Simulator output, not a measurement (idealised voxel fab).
process module | voxel capacitor over wiring
cross-section cut | 170 nm wide | cells 5 nm
A cross-section is a grid of square cells, given in bands from the top down. A band is one or more rows of cells.
Each band's line starts with the height of the band's top and of its bottom, in nm. Then come its materials from left to right, each with its width in nm. One material with "throughout" fills the band from edge to edge. "air" is empty space.
Height 0 is the level under which the wafer as received is all one material. The lowest band goes on downwards, as in "0 down".
A width such as "30 to 40" changes by the same amount from each row of cells to the next, from the band's top row to its bottom row.
"no change" after a step means that no cell of the cross-section changed.
closed voids: empty space of 8 cells or more with no open way to the top, each as width x height at its distance from the left edge, in nm
after a step's settings: what the simulator itself notes on the step
overlay nm, on a step with a mask: how far to the right of its planned place the mask lay; to the left if negative
plan
1 op RECEIVE | material Si
2 op CONFORMAL_DEP | material SiO2 | thk nm 15
3 op DIRECTIONAL_DEP | material TiN | thk nm 5
4 op DIRECTIONAL_DEP | material W | thk nm 20
5 op PATTERN | tone cover | mask id METAL_1 | material resist | width nm 20 | pitch nm 75 | thk nm 15 | overlay nm 0
6 op DIRECTIONAL_ETCH | etch materials W | depth nm 20
7 op DIRECTIONAL_ETCH | etch materials TiN | depth nm 5
8 op STRIP | etch materials resist
9 op CONFORMAL_DEP | material SiCN | thk nm 5
10 op FILL_DEP | material lowk | thk nm 10
11 op CMP | height nm 40
12 op CONFORMAL_DEP | material SiCN | thk nm 5
13 op DIRECTIONAL_DEP | material lowk | thk nm 20
14 op MASKED_ETCH | tone open | mask id PLUG_1 | width nm 15 | etch materials lowk | depth nm 20 | overlay nm 0
15 op MASKED_ETCH | tone open | mask id PLUG_1 | width nm 15 | etch materials SiCN | depth nm 5 | overlay nm 0
16 op EPI | material Ru | thk nm 10
17 op EPI | material Ru | thk nm 10
18 op EPI | material Ru | thk nm 5
19 op DIRECTIONAL_DEP | material TiN | thk nm 10
20 op DIRECTIONAL_DEP | material SiN | thk nm 5
21 op DIRECTIONAL_DEP | material TiN | thk nm 5
22 op DIRECTIONAL_DEP | material aC | thk nm 15
23 op PATTERN | tone cover | mask id UPPER_PLATE | material resist | width nm 60 | thk nm 30 | overlay nm 0
24 op DIRECTIONAL_ETCH | etch materials aC | depth nm 15
25 op STRIP | etch materials resist
26 op DIRECTIONAL_ETCH | etch materials TiN | depth nm 5
27 op DIRECTIONAL_ETCH | etch materials SiN | depth nm 5
28 op STRIP | etch materials aC
29 op DIRECTIONAL_DEP | material aC | thk nm 15
30 op PATTERN | tone cover | mask id LOWER_PLATE | material resist | width nm 70 | thk nm 30 | overlay nm 0
31 op DIRECTIONAL_ETCH | etch materials aC | depth nm 15
32 op STRIP | etch materials resist
33 op DIRECTIONAL_ETCH | etch materials TiN | depth nm 10
34 op STRIP | etch materials aC
35 op FILL_DEP | material SiO2 | thk nm 20
36 op CMP | height nm 100
37 op MASKED_ETCH | tone open | mask id PLUG_2 | width nm 15 | etch materials SiO2 | depth nm 15 | overlay nm 0
38 op CONFORMAL_DEP | material TiN | thk nm 5
39 op FILL_DEP | material W | thk nm 5
40 op CMP | height nm 100
41 op CONFORMAL_DEP | material SiCN | thk nm 5
as received, after step 1
  0 down: Si throughout
  closed voids: none
a wafer at the end: this start, this plan, one mistake
  105 to 100: SiCN throughout
  100 to 90: SiO2 50 | TiN 5 | W 5 | TiN 5 | SiO2 105
  90 to 80: SiO2 50 to 40 | TiN 15 | SiO2 105 to 115
  80 to 75: SiO2 40 | SiN 15 | SiO2 115
  75 to 65: SiO2 40 | TiN 15 | SiO2 115
  65 to 60: SiO2 40 | lowk 15 | TiN 45 | SiO2 70
  60 to 55: SiO2 40 | lowk 15 | SiN 45 | SiO2 70
  55 to 45: SiO2 35 | TiN 5 | lowk 15 | TiN 50 | SiO2 65
  45 to 40: SiCN throughout
  40 to 20: lowk 30 | SiCN 5 | W 20 | SiCN 5 | lowk 45 | SiCN 5 | W 20 | SiCN 5 | lowk 35
  20 to 15: SiCN 35 | TiN 20 | SiCN 55 | TiN 20 | SiCN 40
  15 to 0: SiO2 throughout
  0 down: Si throughout
  closed voids: none
what went wrong: step 14 ran as: op MASKED_ETCH | tone cover | mask id PLUG_1 | width nm 15 | etch materials lowk | depth nm 20 | overlay nm 0
